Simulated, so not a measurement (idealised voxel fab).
The following process module bears the name voxel self aligned contacts.
Square cells of 5 nm make up the cross-section cut, whose width is 200 nm.
A cross-section is a grid of square cells, given in bands from the top down. A band is one or more rows of cells.
Top, bottom (nm), then materials left to right with widths (nm); lone material tagged "throughout" fills the whole band edge to edge; "air" = empty space.
Convention: height 0 is the level below which the wafer, as received, is all one material. The lowest band does not terminate at the bottom but continues downward, represented as "top 0, no bottom".
With a width like "30..40", each row of cells in the band differs from the next by the same amount, the top row carrying the first number and the bottom row the second.
"remains unaltered" -> step changed no cross-section cell.
You'll see "Enclosed void listing" listing empty spaces that have no way open to the top, as long as they're 8 cells or more; the notation is width x height at distance, where the distance is from the left edge, and all of it is in nm.
Whatever follows a step's settings on its line is a remark the simulator itself makes about that step.
overlay nm: mask offset rightward from planned place, masked step; negative means leftward offset.
THIS SECTION LISTS THE PROCESS STEPS THAT WERE PLANNED
1: RECEIVE: material Si
2: OXIDIZE: depth nm 5
3: DIRECTIONAL_DEP: material polySi, thk nm 30
4: DIRECTIONAL_DEP: material SiN, thk nm 20
5: DIRECTIONAL_DEP: material aC, thk nm 15
6: PATTERN: tone cover, mask id GATE, material resist, width nm 25, pitch nm 60, thk nm 35, overlay nm 0
7: DIRECTIONAL_ETCH: etch materials aC, depth nm 15
8: STRIP: etch materials resist
9: DIRECTIONAL_ETCH: etch materials SiN, depth nm 20
10: DIRECTIONAL_ETCH: etch materials polySi, depth nm 30
11: STRIP: etch materials aC
12: CONFORMAL_DEP: material SiN, thk nm 10
13: DIRECTIONAL_ETCH: etch materials SiN, depth nm 10
14: FILL_DEP: material SiO2, thk nm 20
15: CMP: height nm 60
16: PATTERN: tone open, mask id CONTACT, material resist, width nm 45, pitch nm 60, thk nm 15, overlay nm 0
17: DIRECTIONAL_ETCH: etch materials SiO2, depth nm 65
18: STRIP: etch materials resist
19: CONFORMAL_DEP: material TiN, thk nm 5
20: FILL_DEP: material Ru, thk nm 10
21: CMP: height nm 60
22: CONFORMAL_DEP: material SiCN, thk nm 5
RECEIVED-STATE CROSS-SECTION, REFLECTING COMPLETION OF STEP 1
top 0, no bottom: Si throughout
Enclosed void listing: none
WAFER AT MODULE END, IN SECTION. BEGAN AS ABOVE, PLANNED AS ABOVE, RUN WITH ONE MISTAKE
top 65, bottom 60: SiCN throughout
top 60, bottom 40: SiO2 (15) | SiN (45) | TiN (5) | Ru (5) | TiN (5) | SiN (45) | TiN (5) | Ru (5) | TiN (5) | SiN (45) | SiO2 (20)
top 40, bottom 15: SiO2 (15) | SiN (10) | polySi (25) | SiN (10) | TiN (5) | Ru (5) | TiN (5) | SiN (10) | polySi (25) | SiN (10) | TiN (5) | Ru (5) | TiN (5) | SiN (10) | polySi (25) | SiN (10) | SiO2 (20)
top 15, bottom 10: SiO2 (15) | SiN (10) | polySi (25) | SiN (10) | TiN (15) | SiN (10) | polySi (25) | SiN (10) | TiN (15) | SiN (10) | polySi (25) | SiN (10) | SiO2 (20)
top 10, bottom 0: polySi throughout
top 0, bottom -5: SiO2 throughout
top -5, no bottom: Si throughout
Enclosed void listing: none
Error vs. plan: not per plan at step 3, really ran DIRECTIONAL_DEP: material polySi, thk nm 40
